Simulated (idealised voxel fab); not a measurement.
process module | voxel self aligned vias
cross-section cut | 285 nm wide | cells 5 nm
A cross-section is a grid of square cells, given in bands from the top down. A band is one or more rows of cells.
Each band's line starts with the height of the band's top and of its bottom, in nm. Then come its materials from left to right, each with its width in nm. One material with "throughout" fills the band from edge to edge. "air" is empty space.
Height 0 is the level under which the wafer as received is all one material. The lowest band goes on downwards, as in "0 down".
A width such as "30 to 40" changes by the same amount from each row of cells to the next, from the band's top row to its bottom row.
"no change" after a step means that no cell of the cross-section changed.
closed voids: empty space of 8 cells or more with no open way to the top, each as width x height at its distance from the left edge, in nm
after a step's settings: what the simulator itself notes on the step
overlay nm, on a step with a mask: how far to the right of its planned place the mask lay; to the left if negative
plan
1 op RECEIVE | material Si
2 op CONFORMAL_DEP | material SiO2 | thk nm 10
3 op CONFORMAL_DEP | material SiCN | thk nm 5
4 op DIRECTIONAL_DEP | material SiO2 | thk nm 30
5 op DIRECTIONAL_DEP | material aC | thk nm 10
6 op PATTERN | tone open | mask id LINES | material resist | width nm 25 | pitch nm 60 | thk nm 25 | overlay nm 0
7 op DIRECTIONAL_ETCH | etch materials aC | depth nm 10
8 op STRIP | etch materials resist
9 op DIRECTIONAL_ETCH | etch materials SiO2 | depth nm 30
10 op STRIP | etch materials aC
11 op CONFORMAL_DEP | material TiN | thk nm 5
12 op FILL_DEP | material Ru | thk nm 10
13 op CMP | height nm 45
14 op SELECTIVE_ETCH | etch materials W Ru TiN | depth nm 10
15 op FILL_DEP | material SiN | thk nm 10
16 op CMP | height nm 45
17 op DIRECTIONAL_DEP | material SiO2 | thk nm 20
18 op DIRECTIONAL_DEP | material aC | thk nm 10
19 op PATTERN | tone open | mask id VIAS | material resist | width nm 45 | pitch nm 60 | thk nm 30 | overlay nm 0
20 op DIRECTIONAL_ETCH | etch materials aC | depth nm 10
21 op STRIP | etch materials resist
22 op DIRECTIONAL_ETCH | etch materials SiO2 | depth nm 20
23 op DIRECTIONAL_ETCH | etch materials SiN | depth nm 10
24 op STRIP | etch materials aC
25 op CONFORMAL_DEP | material TiN | thk nm 5
26 op FILL_DEP | material Cu | thk nm 5
27 op CMP | height nm 65
28 op CONFORMAL_DEP | material SiN | thk nm 5
as received, after step 1
  0 down: Si throughout
  closed voids: none
first wafer at the end, as planned
  70 to 65: SiN throughout
  65 to 50: SiO2 60 | TiN 5 | Cu 35 | TiN 5 | SiO2 15 | TiN 5 | Cu 35 | TiN 5 | SiO2 15 | TiN 5 | Cu 35 | TiN 5 | SiO2 60
  50 to 40: SiO2 60 to 70 | TiN 15 to 5 | Cu 15 | TiN 15 to 5 | SiO2 15 to 35 | TiN 15 to 5 | Cu 15 | TiN 15 to 5 | SiO2 15 to 35 | TiN 15 to 5 | Cu 15 | TiN 15 to 5 | SiO2 60 to 70
  40 to 35: SiO2 70 | TiN 25 | SiO2 35 | TiN 25 | SiO2 35 | TiN 25 | SiO2 70
  35 to 20: SiO2 70 | TiN 5 | Ru 15 | TiN 5 | SiO2 35 | TiN 5 | Ru 15 | TiN 5 | SiO2 35 | TiN 5 | Ru 15 | TiN 5 | SiO2 70
  20 to 15: SiO2 70 | TiN 25 | SiO2 35 | TiN 25 | SiO2 35 | TiN 25 | SiO2 70
  15 to 10: SiCN throughout
  10 to 0: SiO2 throughout
  0 down: Si throughout
  closed voids: none
second wafer at the end: like start, like plan, one mistake
  70 to 65: SiN throughout
  65 to 50: Cu 55 | TiN 5 | SiO2 45 | TiN 5 | Cu 5 | TiN 5 | SiO2 45 | TiN 5 | Cu 5 | TiN 5 | SiO2 45 | TiN 5 | Cu 55
  50 to 45: TiN 60 | SiO2 45 | TiN 15 | SiO2 45 | TiN 15 | SiO2 45 | TiN 60
  45 to 35: SiO2 70 | SiN 25 | SiO2 35 | SiN 25 | SiO2 35 | SiN 25 | SiO2 70
  35 to 20: SiO2 70 | TiN 5 | Ru 15 | TiN 5 | SiO2 35 | TiN 5 | Ru 15 | TiN 5 | SiO2 35 | TiN 5 | Ru 15 | TiN 5 | SiO2 70
  20 to 15: SiO2 70 | TiN 25 | SiO2 35 | TiN 25 | SiO2 35 | TiN 25 | SiO2 70
  15 to 10: SiCN throughout
  10 to 0: SiO2 throughout
  0 down: Si throughout
  closed voids: none
what went wrong: step 19 ran as: op PATTERN | tone cover | mask id VIAS | material resist | width nm 45 | pitch nm 60 | thk nm 30 | overlay nm 0
at the end the second wafer has, in cells: 9 fewer of Cu | 30 more of SiN | 12 fewer of SiO2 | 9 fewer of TiN
